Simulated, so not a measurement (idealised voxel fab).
process module | voxel capacitor over wiring
cross-section cut | 275 nm wide | cells 5 nm
A cross-section is a grid of square cells, given in bands from the top down. A band is one or more rows of cells.
Each band's line starts with the height of the band's top and of its bottom, in nm. Then come its materials from left to right, each with its width in nm. One material with "throughout" fills the band from edge to edge. "air" is empty space.
Height 0 is the level under which the wafer as received is all one material. The lowest band goes on downwards, as in "0 down".
A width such as "30 to 40" changes by the same amount from each row of cells to the next, from the band's top row to its bottom row.
"no change" after a step means that no cell of the cross-section changed.
closed voids: empty space of 8 cells or more with no open way to the top, each as width x height at its distance from the left edge, in nm
after a step's settings: what the simulator itself notes on the step
overlay nm, on a step with a mask: how far to the right of its planned place the mask lay; to the left if negative
plan
1 op RECEIVE | material Si
2 op CONFORMAL_DEP | material SiO2 | thk nm 10
3 op DIRECTIONAL_DEP | material TiN | thk nm 5
4 op DIRECTIONAL_DEP | material Ru | thk nm 15
5 op DIRECTIONAL_DEP | material aC | thk nm 10
6 op PATTERN | tone cover | mask id METAL_1 | material resist | width nm 25 | pitch nm 85 | thk nm 30 | overlay nm 0
7 op DIRECTIONAL_ETCH | etch materials aC | depth nm 10
8 op STRIP | etch materials resist
9 op DIRECTIONAL_ETCH | etch materials Ru | depth nm 15
10 op DIRECTIONAL_ETCH | etch materials TiN | depth nm 5
11 op STRIP | etch materials aC
12 op CONFORMAL_DEP | material SiN | thk nm 5
13 op FILL_DEP | material lowk | thk nm 5
14 op CMP | height nm 30
15 op CONFORMAL_DEP | material SiCN | thk nm 5
16 op DIRECTIONAL_DEP | material lowk | thk nm 20
17 op PATTERN | tone open | mask id PLUG_1 | material resist | width nm 15 | thk nm 15 | overlay nm 0
18 op DIRECTIONAL_ETCH | etch materials lowk | depth nm 20
19 op DIRECTIONAL_ETCH | etch materials SiCN | depth nm 5
20 op STRIP | etch materials resist
21 op EPI | material Ru | thk nm 10
22 op EPI | material Ru | thk nm 10
23 op EPI | material Ru | thk nm 5
24 op DIRECTIONAL_DEP | material TiN | thk nm 5
25 op DIRECTIONAL_DEP | material Al2O3 | thk nm 5
26 op DIRECTIONAL_DEP | material TiN | thk nm 5
27 op PATTERN | tone cover | mask id UPPER_PLATE | material resist | width nm 65 | thk nm 20 | overlay nm 0
28 op DIRECTIONAL_ETCH | etch materials TiN | depth nm 5
29 op DIRECTIONAL_ETCH | etch materials Al2O3 | depth nm 5
30 op STRIP | etch materials resist
31 op PATTERN | tone cover | mask id LOWER_PLATE | material resist | width nm 75 | thk nm 20 | overlay nm 0
32 op DIRECTIONAL_ETCH | etch materials TiN | depth nm 5
33 op STRIP | etch materials resist
34 op FILL_DEP | material SiO2 | thk nm 20
35 op CMP | height nm 85
36 op PATTERN | tone open | mask id PLUG_2 | material resist | width nm 15 | thk nm 20 | overlay nm 0
37 op DIRECTIONAL_ETCH | etch materials SiO2 | depth nm 15
38 op STRIP | etch materials resist
39 op CONFORMAL_DEP | material TiN | thk nm 5
40 op FILL_DEP | material W | thk nm 5
41 op CMP | height nm 85
42 op CONFORMAL_DEP | material SiCN | thk nm 5
as received, after step 1
  0 down: Si throughout
  closed voids: none
a wafer at the end: this start, this plan, one mistake
  90 to 85: SiCN throughout
  85 to 80: SiO2 100 | TiN 5 | W 5 | TiN 5 | SiO2 160
  80 to 75: SiO2 100 | TiN 15 | SiO2 160
  75 to 70: SiO2 90 | TiN 5 | SiO2 5 | TiN 55 | SiO2 120
  70 to 65: SiO2 90 | Al2O3 5 | TiN 5 | Al2O3 55 | SiO2 120
  65 to 60: Ru 95 | Al2O3 5 | Ru 175
  60 to 55: TiN 90 | Ru 15 | TiN 170
  55 to 50: lowk 90 | TiN 15 | lowk 170
  50 to 35: lowk 90 | Ru 15 | lowk 170
  35 to 30: SiCN 90 | Ru 15 | SiCN 170
  30 to 15: lowk 75 | SiN 5 | Ru 25 | SiN 5 | lowk 50 | SiN 5 | Ru 25 | SiN 5 | lowk 80
  15 to 10: SiN 80 | TiN 25 | SiN 60 | TiN 25 | SiN 85
  10 to 0: SiO2 throughout
  0 down: Si throughout
  closed voids: none
what went wrong: steps 23 and 24 were swapped
